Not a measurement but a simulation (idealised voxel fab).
Process module under the name voxel gate over fins
In the cross-section labelled cut, the width is 295 nm and each square cell is 5 nm.
A cross-section is a grid of square cells, given in bands from the top down. A band is one or more rows of cells.
Heads up on the band format: heights come first, top then bottom, in nm. After that it's the materials left to right, each with its width in nm. A single material flagged "edge to edge" fills the whole band edge to edge, and "air" means there's empty space there.
Beneath 0, the wafer as received is one material, and that level is where height counting begins. The lowest band goes on downward without a bottom; it is written like "from 0 down".
Top row gets the first number, bottom row gets the second, and each row in between changes by the same step: that is how a band width like "30..40" works.
No cell of the cross-section changed in a step that is given as "all unchanged".
Any empty space of 8 cells or more lacking an open way to the top shows up in "Closed void register" as width x height at distance, distance from the left edge, in nm.
Heads up: the bit after the settings on a step's line is the simulator's remark on that step.
If you see "overlay nm" on a step's line and that step has a mask, it's telling you how far right of where it was planned the mask ended up; a negative number means it went left instead.
PROCESS STEPS - PLAN
1. RECEIVE (material Si)
2. CONFORMAL_DEP (material SiN; thk nm 5)
3. MASKED_ETCH (tone cover; mask id FINS; width nm 15; pitch nm 40; etch materials SiN; depth nm 5; overlay nm 0)
4. MASKED_ETCH (tone cover; mask id FINS; width nm 15; pitch nm 40; etch materials Si; depth nm 35; overlay nm 0)
5. OXIDIZE (depth nm 5)
6. FILL_DEP (material SiO2; thk nm 15)
7. CMP (height nm 5)
8. SELECTIVE_ETCH (etch materials SiO2; depth nm 15)
9. STRIP (etch materials SiN)
10. CONFORMAL_DEP (material HfO2; thk nm 5)
11. CONFORMAL_DEP (material TiN; thk nm 5)
12. CONFORMAL_DEP (material TiAl; thk nm 5)
13. CONFORMAL_DEP (material TiN; thk nm 5)
14. FILL_DEP (material W; thk nm 15)
15. CMP (height nm 30)
16. CONFORMAL_DEP (material SiN; thk nm 10)
CROSS-SECTION OF THE WAFER AT RECEIPT, WHICH IS THE CONDITION AFTER STEP 1
- from 0 down | Si edge to edge
- Closed void register: none
POST-MODULE CROSS-SECTION: IDENTICAL START AND PLAN TO THOSE ABOVE, ONE MISSTEP IN EXECUTION
- from 40 to 30 | SiN edge to edge
- from 30 to 20 | W edge to edge
- from 20 to 15 | W: 105  TiN: 85  W: 105
- from 15 to 10 | W: 105  TiN: 5  TiAl: 35  TiN: 5  TiAl: 35  TiN: 5  W: 105
- from 10 to 5 | TiN: 110  TiAl: 5  TiN: 25  TiAl: 5  TiN: 5  TiAl: 5  TiN: 25  TiAl: 5  TiN: 110
- from 5 to 0 | TiAl: 115  TiN: 5  SiO2: 15  TiN: 5  TiAl: 15  TiN: 5  SiO2: 15  TiN: 5  TiAl: 115
- from 0 to -5 | TiN: 120  SiO2: 5  Si: 5  SiO2: 5  TiN: 25  SiO2: 5  Si: 5  SiO2: 5  TiN: 120
- from -5 to -40 | SiO2: 125  Si: 5  SiO2: 35  Si: 5  SiO2: 125
- from -40 down | Si edge to edge
- Closed void register: none
In executing the process, a mistake was made relative to the plan: contrary to plan, step 10 was performed as CONFORMAL_DEP (material SiO2; thk nm 5)
